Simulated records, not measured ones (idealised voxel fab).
Proc. module: voxel capacitor over wiring
Cross-section cut: width 155 nm, square cells of 5 nm.
Cross-section spec: square-cell grid; bands listed top down; each band is one or more rows.
First you get the band's top height and its bottom height, in nm, and then the materials it's made of, left to right, with each width in nm. If you see a single material with "everywhere", that one covers the band edge to edge. "empty" is empty space.
Ref level 0: as-received wafer is one material below here. Bottom band extends down with no lower bound ("z 0 and below").
Width: "30..40" (first number = top row, second number = bottom row, same change from row to row of cells).
"remained unchanged", as given for a step, is the statement that not any cell of the cross-section underwent a change during that step.
So "Closed internal voids" is basically the list of trapped voids: any empty space of 8 cells or more that can't reach the top through an opening. They're written width x height at distance, the distance being from the left edge, and it's all nm.
On each step's line, the part that comes after the settings is the simulator's own comment on the step.
"overlay nm" denotes, for a step that has a mask, the displacement of the mask to the right of its planned place, with negative values corresponding to the left.

[The following list gives the planned process steps]
| 1 | RECEIVE: material Si |
| 2 | CONFORMAL_DEP: material SiO2, thk nm 10 |
| 3 | DIRECTIONAL_DEP: material TiN, thk nm 5 |
| 4 | DIRECTIONAL_DEP: material Ru, thk nm 25 |
| 5 | MASKED_ETCH: tone cover, mask id METAL_1, width nm 30, pitch nm 85, etch materials Ru, depth nm 25, overlay nm 0 |
| 6 | MASKED_ETCH: tone cover, mask id METAL_1, width nm 30, pitch nm 85, etch materials TiN, depth nm 5, overlay nm 0 |
| 7 | CONFORMAL_DEP: material SiN, thk nm 5 |
| 8 | FILL_DEP: material lowk, thk nm 5 |
| 9 | CMP: height nm 40 |
| 10 | CONFORMAL_DEP: material SiCN, thk nm 5 |
| 11 | DIRECTIONAL_DEP: material SiO2, thk nm 20 |
| 12 | PATTERN: tone open, mask id PLUG_1, material resist, width nm 15, thk nm 20, overlay nm 0 |
| 13 | DIRECTIONAL_ETCH: etch materials SiO2, depth nm 20 |
| 14 | DIRECTIONAL_ETCH: etch materials SiCN, depth nm 5 |
| 15 | STRIP: etch materials resist |
| 16 | EPI: material Ru, thk nm 10 |
| 17 | EPI: material Ru, thk nm 10 |
| 18 | EPI: material Ru, thk nm 5 |
| 19 | DIRECTIONAL_DEP: material TiN, thk nm 10 |
| 20 | DIRECTIONAL_DEP: material Al2O3, thk nm 5 |
| 21 | DIRECTIONAL_DEP: material TiN, thk nm 10 |
| 22 | MASKED_ETCH: tone cover, mask id UPPER_PLATE, width nm 60, etch materials TiN, depth nm 10, overlay nm -15 |
| 23 | MASKED_ETCH: tone cover, mask id UPPER_PLATE, width nm 60, etch materials Al2O3, depth nm 5, overlay nm 0 |
| 24 | MASKED_ETCH: tone cover, mask id LOWER_PLATE, width nm 70, etch materials TiN, depth nm 10, overlay nm 0 |
| 25 | FILL_DEP: material SiO2, thk nm 15 |
| 26 | CMP: height nm 100 |
| 27 | MASKED_ETCH: tone open, mask id PLUG_2, width nm 15, etch materials SiO2, depth nm 10, overlay nm 0 |
| 28 | CONFORMAL_DEP: material TiN, thk nm 5 |
| 29 | FILL_DEP: material Cu, thk nm 10 |
| 30 | CMP: height nm 100 |
| 31 | CONFORMAL_DEP: material SiCN, thk nm 5 |
Across this set of wafers, the varied parameter is the overlay nm of step 22. Starting conditions are identical for every wafer, and the plan reports the value assigned to the first wafer.

[First of several wafers, received after step 1, in cross-section]
z 0 and below = Si everywhere
Closed internal voids: none

[first wafer at the end, after step 31]
z 105 to 100 = SiCN everywhere
z 100 to 95 = SiO2 (45), then TiN (5), then Cu (5), then TiN (5), then SiO2 (95)
z 95 to 90 = SiO2 (45), then TiN (15), then SiO2 (95)
z 90 to 80 = SiO2 (30), then TiN (50), then SiO2 (75)
z 80 to 75 = SiO2 (20), then Al2O3 (75), then SiO2 (60)
z 75 to 65 = SiO2 (20), then TiN (80), then SiO2 (55)
z 65 to 45 = SiO2 (35), then Ru (15), then SiO2 (105)
z 45 to 40 = SiCN (35), then Ru (15), then SiCN (105)
z 40 to 15 = lowk (15), then SiN (5), then Ru (30), then SiN (5), then lowk (45), then SiN (5), then Ru (30), then SiN (5), then lowk (15)
z 15 to 10 = SiN (20), then TiN (30), then SiN (55), then TiN (30), then SiN (20)
z 10 to 0 = SiO2 everywhere
z 0 and below = Si everywhere
Closed internal voids: none

[Cross-section of the last wafer at end of module]
z 105 to 100 = SiCN everywhere
z 100 to 95 = SiO2 (45), then TiN (5), then Cu (5), then TiN (5), then SiO2 (95)
z 95 to 90 = SiO2 (45), then TiN (15), then SiO2 (95)
z 90 to 80 = SiO2 (50), then TiN (50), then SiO2 (55)
z 80 to 75 = SiO2 (35), then Al2O3 (75), then SiO2 (45)
z 75 to 65 = SiO2 (30), then TiN (80), then SiO2 (45)
z 65 to 45 = SiO2 (35), then Ru (15), then SiO2 (105)
z 45 to 40 = SiCN (35), then Ru (15), then SiCN (105)
z 40 to 15 = lowk (15), then SiN (5), then Ru (30), then SiN (5), then lowk (45), then SiN (5), then Ru (30), then SiN (5), then lowk (15)
z 15 to 10 = SiN (20), then TiN (30), then SiN (55), then TiN (30), then SiN (20)
z 10 to 0 = SiO2 everywhere
z 0 and below = Si everywhere
Closed internal voids: none

[Per wafer, end of module: cells gained (+) or lost (-) per material since receipt, then closed voids]
overlay nm -15 | +15 Al2O3 | +1 Cu | +75 Ru | +59 SiCN | +39 SiN | +318 SiO2 | +69 TiN | +75 lowk | Closed internal voids: none
overlay nm -10 | +14 Al2O3 | +1 Cu | +75 Ru | +59 SiCN | +39 SiN | +319 SiO2 | +69 TiN | +75 lowk | Closed internal voids: none
overlay nm -5 | +13 Al2O3 | +1 Cu | +75 Ru | +59 SiCN | +39 SiN | +320 SiO2 | +69 TiN | +75 lowk | Closed internal voids: none
overlay nm 0 | +12 Al2O3 | +1 Cu | +75 Ru | +59 SiCN | +39 SiN | +321 SiO2 | +69 TiN | +75 lowk | Closed internal voids: none
overlay nm 5 | +13 Al2O3 | +1 Cu | +75 Ru | +59 SiCN | +39 SiN | +320 SiO2 | +69 TiN | +75 lowk | Closed internal voids: none
overlay nm 10 | +14 Al2O3 | +1 Cu | +75 Ru | +59 SiCN | +39 SiN | +319 SiO2 | +69 TiN | +75 lowk | Closed internal voids: none
overlay nm 15 | +15 Al2O3 | +1 Cu | +75 Ru | +59 SiCN | +39 SiN | +318 SiO2 | +69 TiN | +75 lowk | Closed internal voids: none
